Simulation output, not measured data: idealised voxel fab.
process module | voxel wiring stack
cross-section cut | 215 nm wide | cells 5 nm
A cross-section is a grid of square cells, given in bands from the top down. A band is one or more rows of cells.
Each band's line starts with the height of the band's top and of its bottom, in nm. Then come its materials from left to right, each with its width in nm. One material with "throughout" fills the band from edge to edge. "air" is empty space.
Height 0 is the level under which the wafer as received is all one material. The lowest band goes on downwards, as in "0 down".
A width such as "30 to 40" changes by the same amount from each row of cells to the next, from the band's top row to its bottom row.
"no change" after a step means that no cell of the cross-section changed.
closed voids: empty space of 8 cells or more with no open way to the top, each as width x height at its distance from the left edge, in nm
after a step's settings: what the simulator itself notes on the step
overlay nm, on a step with a mask: how far to the right of its planned place the mask lay; to the left if negative
plan
1 op RECEIVE | material Si
2 op CONFORMAL_DEP | material SiO2 | thk nm 15
3 op DIRECTIONAL_DEP | material TiN | thk nm 5
4 op DIRECTIONAL_DEP | material Ru | thk nm 20
5 op MASKED_ETCH | tone cover | mask id METAL_1 | width nm 25 | pitch nm 55 | etch materials Ru | depth nm 20 | overlay nm 0
6 op MASKED_ETCH | tone cover | mask id METAL_1 | width nm 25 | pitch nm 55 | etch materials TiN | depth nm 5 | overlay nm 0
7 op CONFORMAL_DEP | material SiN | thk nm 5
8 op FILL_DEP | material lowk | thk nm 5
9 op CMP | height nm 40
10 op CONFORMAL_DEP | material SiCN | thk nm 5
11 op DIRECTIONAL_DEP | material SiO2 | thk nm 30
12 op PATTERN | tone open | mask id METAL_2 | material resist | width nm 25 | pitch nm 55 | thk nm 15 | overlay nm 0
13 op DIRECTIONAL_ETCH | etch materials SiO2 | depth nm 20
14 op STRIP | etch materials resist
15 op DIRECTIONAL_DEP | material aC | thk nm 15
16 op PATTERN | tone open | mask id METAL_2_HOLES | material resist | width nm 15 | pitch nm 55 | thk nm 30 | overlay nm 0
17 op DIRECTIONAL_ETCH | etch materials aC | depth nm 15
18 op STRIP | etch materials resist
19 op DIRECTIONAL_ETCH | etch materials SiO2 | depth nm 10
20 op DIRECTIONAL_ETCH | etch materials SiCN | depth nm 5
21 op STRIP | etch materials aC
22 op CONFORMAL_DEP | material TiN | thk nm 5
23 op FILL_DEP | material Cu | thk nm 10
24 op CMP | height nm 75
25 op CONFORMAL_DEP | material SiCN | thk nm 5
as received, after step 1
  0 down: Si throughout
  closed voids: none
first wafer at the end, as planned
  80 to 75: SiCN throughout
  75 to 60: SiO2 40 | TiN 5 | Cu 15 | TiN 5 | SiO2 30 | TiN 5 | Cu 15 | TiN 5 | SiO2 30 | TiN 5 | Cu 15 | TiN 5 | SiO2 40
  60 to 55: SiO2 40 | TiN 5 | Cu 5 | TiN 15 | SiO2 30 | TiN 5 | Cu 5 | TiN 15 | SiO2 30 | TiN 5 | Cu 5 | TiN 15 | SiO2 40
  55 to 45: SiO2 40 | TiN 5 | Cu 5 | TiN 5 | SiO2 40 | TiN 5 | Cu 5 | TiN 5 | SiO2 40 | TiN 5 | Cu 5 | TiN 5 | SiO2 50
  45 to 40: SiCN 40 | TiN 15 | SiCN 40 | TiN 15 | SiCN 40 | TiN 15 | SiCN 50
  40 to 20: lowk 35 | SiN 5 | Ru 25 | SiN 5 | lowk 20 | SiN 5 | Ru 25 | SiN 5 | lowk 20 | SiN 5 | Ru 25 | SiN 5 | lowk 35
  20 to 15: SiN 40 | TiN 25 | SiN 30 | TiN 25 | SiN 30 | TiN 25 | SiN 40
  15 to 0: SiO2 throughout
  0 down: Si throughout
  closed voids: none
second wafer at the end: like start, like plan, one mistake
  80 to 75: SiCN throughout
  75 to 65: Cu 50 to 35 | TiN 5 to 20 | SiO2 10 | TiN 5 | Cu 35 to 20 | TiN 5 to 20 | SiO2 10 | TiN 5 | Cu 35 to 20 | TiN 5 to 20 | SiO2 10 | TiN 5 | Cu 35
  65 to 60: Cu 35 | TiN 5 | SiO2 25 | TiN 5 | Cu 20 | TiN 5 | SiO2 25 | TiN 5 | Cu 20 | TiN 5 | SiO2 25 | TiN 5 | Cu 35
  60 to 55: TiN 40 | SiO2 25 | TiN 30 | SiO2 25 | TiN 30 | SiO2 25 | TiN 40
  55 to 45: SiO2 throughout
  45 to 40: SiCN throughout
  40 to 20: lowk 35 | SiN 5 | Ru 25 | SiN 5 | lowk 20 | SiN 5 | Ru 25 | SiN 5 | lowk 20 | SiN 5 | Ru 25 | SiN 5 | lowk 35
  20 to 15: SiN 40 | TiN 25 | SiN 30 | TiN 25 | SiN 30 | TiN 25 | SiN 40
  15 to 0: SiO2 throughout
  0 down: Si throughout
  closed voids: none
what went wrong: step 12 ran as: op PATTERN | tone cover | mask id METAL_2 | material resist | width nm 25 | pitch nm 55 | thk nm 15 | overlay nm 0
at the end the second wafer has, in cells: 39 more of Cu | 9 more of SiCN | 52 fewer of SiO2 | 4 more of TiN
